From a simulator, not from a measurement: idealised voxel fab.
Process module, titled voxel gate over fins
The cross-section shown here is cut; it is 160 nm wide and divided into square cells measuring 5 nm on a side.
Throughout this document, each cross-section is represented as a grid of square cells and is presented as a sequence of bands enumerated from the top downward, where a band comprises one or more rows of cells.
Basically the band line says how high the top is and how high the bottom is, in nm, and then what's in it from left to right, every material with its width in nm. Empty space shows up as "blank", and if a single material carries "all across" it runs the full band edge to edge.
Below 0: as-received wafer, all one material; heights counted from there. Lowest band: no bottom, goes on down, written "0 and below".
Quick explanation for "30 to 40": the width changes in equal steps down the rows of cells, from the first number in the band's top row to the second number in its bottom row.
Step note "nothing changed" = no cross-section cell changed.
Trapped voids: empty space of 8 cells or more with no open way to the top, each as width x height at its distance from the left edge, in nm
On each step's line, the part that comes after the settings is the simulator's own comment on the step.
overlay nm: right-of-plan distance of the mask on a masked step; negative values mean left-of-plan.
The following list gives the planned process steps
- 1: RECEIVE with material Si
- 2: CONFORMAL_DEP with material SiN, thk nm 5
- 3: MASKED_ETCH with tone cover, mask id FINS, width nm 15, pitch nm 55, etch materials SiN, depth nm 5, overlay nm 0
- 4: MASKED_ETCH with tone cover, mask id FINS, width nm 15, pitch nm 55, etch materials Si, depth nm 35, overlay nm 0
- 5: OXIDIZE with depth nm 5
- 6: FILL_DEP with material SiO2, thk nm 5
- 7: CMP with height nm 5
- 8: PATTERN with tone open, mask id RAIL, material resist, width nm 15, thk nm 15, overlay nm 0
- 9: DIRECTIONAL_ETCH with etch materials SiO2, depth nm 35
- 10: STRIP with etch materials resist
- 11: CONFORMAL_DEP with material TiN, thk nm 5
- 12: FILL_DEP with material W, thk nm 10
- 13: CMP with height nm 5
- 14: SELECTIVE_ETCH with etch materials W Ru TiN, depth nm 25
- 15: FILL_DEP with material SiO2, thk nm 5
- 16: CMP with height nm 5
- 17: SELECTIVE_ETCH with etch materials SiO2, depth nm 20
- 18: STRIP with etch materials SiN
- 19: CONFORMAL_DEP with material HfO2, thk nm 5
- 20: CONFORMAL_DEP with material TiN, thk nm 5
- 21: CONFORMAL_DEP with material TiAl, thk nm 5
- 22: CONFORMAL_DEP with material TiN, thk nm 5
- 23: FILL_DEP with material W, thk nm 15
- 24: CMP with height nm 30
- 25: CONFORMAL_DEP with material SiN, thk nm 10
Wafer cross-section on receipt, i.e. after step 1
> 0 and below = Si all across
> Trapped voids: none
First of two wafers: cross-section at end of module, run per plan
> 40 down to 30 = SiN all across
> 30 down to 20 = W all across
> 20 down to 15 = TiN 45 nm, then W 10 nm, then TiN 45 nm, then W 10 nm, then TiN 45 nm, then W 5 nm
> 15 down to 10 = TiN 5 nm, then TiAl 35 nm, then TiN 5 nm, then W 10 nm, then TiN 5 nm, then TiAl 35 nm, then TiN 5 nm, then W 10 nm, then TiN 5 nm, then TiAl 35 nm, then TiN 5 nm, then W 5 nm
> 10 down to 5 = TiN 5 nm, then TiAl 5 nm, then TiN 25 nm, then TiAl 5 nm, then TiN 5 nm, then W 10 nm, then TiN 5 nm, then TiAl 5 nm, then TiN 25 nm, then TiAl 5 nm, then TiN 5 nm, then W 10 nm, then TiN 5 nm, then TiAl 5 nm, then TiN 25 nm, then TiAl 5 nm, then TiN 5 nm, then W 5 nm
> 5 down to 0 = TiN 5 nm, then TiAl 5 nm, then TiN 5 nm, then HfO2 15 nm, then TiN 5 nm, then TiAl 5 nm, then TiN 20 nm, then TiAl 5 nm, then TiN 5 nm, then HfO2 15 nm, then TiN 5 nm, then TiAl 5 nm, then TiN 20 nm, then TiAl 5 nm, then TiN 5 nm, then HfO2 15 nm, then TiN 5 nm, then TiAl 5 nm, then TiN 10 nm
> 0 down to -5 = TiAl 10 nm, then TiN 5 nm, then HfO2 5 nm, then Si 5 nm, then HfO2 5 nm, then TiN 5 nm, then TiAl 30 nm, then TiN 5 nm, then HfO2 5 nm, then Si 5 nm, then HfO2 5 nm, then TiN 5 nm, then TiAl 30 nm, then TiN 5 nm, then HfO2 5 nm, then Si 5 nm, then HfO2 5 nm, then TiN 5 nm, then TiAl 15 nm
> -5 down to -10 = TiN 15 nm, then HfO2 5 nm, then Si 5 nm, then HfO2 5 nm, then TiN 40 nm, then HfO2 5 nm, then Si 5 nm, then HfO2 5 nm, then TiN 40 nm, then HfO2 5 nm, then Si 5 nm, then HfO2 5 nm, then TiN 20 nm
> -10 down to -15 = HfO2 20 nm, then Si 5 nm, then HfO2 50 nm, then Si 5 nm, then HfO2 50 nm, then Si 5 nm, then HfO2 25 nm
> -15 down to -20 = SiO2 20 nm, then Si 5 nm, then SiO2 50 nm, then Si 5 nm, then SiO2 50 nm, then Si 5 nm, then SiO2 25 nm
> -20 down to -25 = SiO2 20 nm, then Si 5 nm, then SiO2 15 nm, then TiN 5 nm, then W 5 nm, then TiN 5 nm, then SiO2 20 nm, then Si 5 nm, then SiO2 50 nm, then Si 5 nm, then SiO2 25 nm
> -25 down to -30 = SiO2 20 nm, then Si 5 nm, then SiO2 15 nm, then TiN 15 nm, then SiO2 20 nm, then Si 5 nm, then SiO2 50 nm, then Si 5 nm, then SiO2 25 nm
> -30 down to -40 = SiO2 20 nm, then Si 5 nm, then SiO2 50 nm, then Si 5 nm, then SiO2 50 nm, then Si 5 nm, then SiO2 25 nm
> -40 and below = Si all across
> Trapped voids: none
So this is wafer number two of the two, cut at the end of the module - it started where the first did and had the same plan, we just got one thing wrong running it
> 40 down to 30 = SiN all across
> 30 down to 20 = W all across
> 20 down to 15 = TiN 45 nm, then W 10 nm, then TiN 45 nm, then W 10 nm, then TiN 45 nm, then W 5 nm
> 15 down to 10 = TiN 5 nm, then TiAl 35 nm, then TiN 5 nm, then W 10 nm, then TiN 5 nm, then TiAl 35 nm, then TiN 5 nm, then W 10 nm, then TiN 5 nm, then TiAl 35 nm, then TiN 5 nm, then W 5 nm
> 10 down to 5 = TiN 5 nm, then TiAl 5 nm, then TiN 25 nm, then TiAl 5 nm, then TiN 5 nm, then W 10 nm, then TiN 5 nm, then TiAl 5 nm, then TiN 25 nm, then TiAl 5 nm, then TiN 5 nm, then W 10 nm, then TiN 5 nm, then TiAl 5 nm, then TiN 25 nm, then TiAl 5 nm, then TiN 5 nm, then W 5 nm
> 5 down to 0 = TiN 5 nm, then TiAl 5 nm, then TiN 5 nm, then HfO2 15 nm, then TiN 5 nm, then TiAl 5 nm, then TiN 20 nm, then TiAl 5 nm, then TiN 5 nm, then HfO2 15 nm, then TiN 5 nm, then TiAl 5 nm, then TiN 20 nm, then TiAl 5 nm, then TiN 5 nm, then HfO2 15 nm, then TiN 5 nm, then TiAl 5 nm, then TiN 10 nm
> 0 down to -5 = TiAl 10 nm, then TiN 5 nm, then HfO2 5 nm, then Si 5 nm, then HfO2 5 nm, then TiN 5 nm, then TiAl 30 nm, then TiN 5 nm, then HfO2 5 nm, then Si 5 nm, then HfO2 5 nm, then TiN 5 nm, then TiAl 30 nm, then TiN 5 nm, then HfO2 5 nm, then Si 5 nm, then HfO2 5 nm, then TiN 5 nm, then TiAl 15 nm
> -5 down to -10 = TiN 15 nm, then HfO2 5 nm, then Si 5 nm, then HfO2 5 nm, then TiN 40 nm, then HfO2 5 nm, then Si 5 nm, then HfO2 5 nm, then TiN 40 nm, then HfO2 5 nm, then Si 5 nm, then HfO2 5 nm, then TiN 20 nm
> -10 down to -15 = HfO2 20 nm, then Si 5 nm, then HfO2 50 nm, then Si 5 nm, then HfO2 50 nm, then Si 5 nm, then HfO2 25 nm
> -15 down to -20 = SiO2 20 nm, then Si 5 nm, then SiO2 50 nm, then Si 5 nm, then SiO2 50 nm, then Si 5 nm, then SiO2 25 nm
> -20 down to -25 = SiO2 20 nm, then Si 5 nm, then SiO2 15 nm, then TiN 5 nm, then W 10 nm, then TiN 5 nm, then SiO2 15 nm, then Si 5 nm, then SiO2 50 nm, then Si 5 nm, then SiO2 25 nm
> -25 down to -30 = SiO2 20 nm, then Si 5 nm, then SiO2 15 nm, then TiN 20 nm, then SiO2 15 nm, then Si 5 nm, then SiO2 50 nm, then Si 5 nm, then SiO2 25 nm
> -30 down to -40 = SiO2 20 nm, then Si 5 nm, then SiO2 50 nm, then Si 5 nm, then SiO2 50 nm, then Si 5 nm, then SiO2 25 nm
> -40 and below = Si all across
> Trapped voids: none
Misprocessing identified: the process deviated at step 8: the operation and settings actually run there were PATTERN with tone open, mask id RAIL, material resist, width nm 20, thk nm 15, overlay nm 0
at the end the second wafer has, in cells: -2 SiO2 | +1 TiN | +1 W
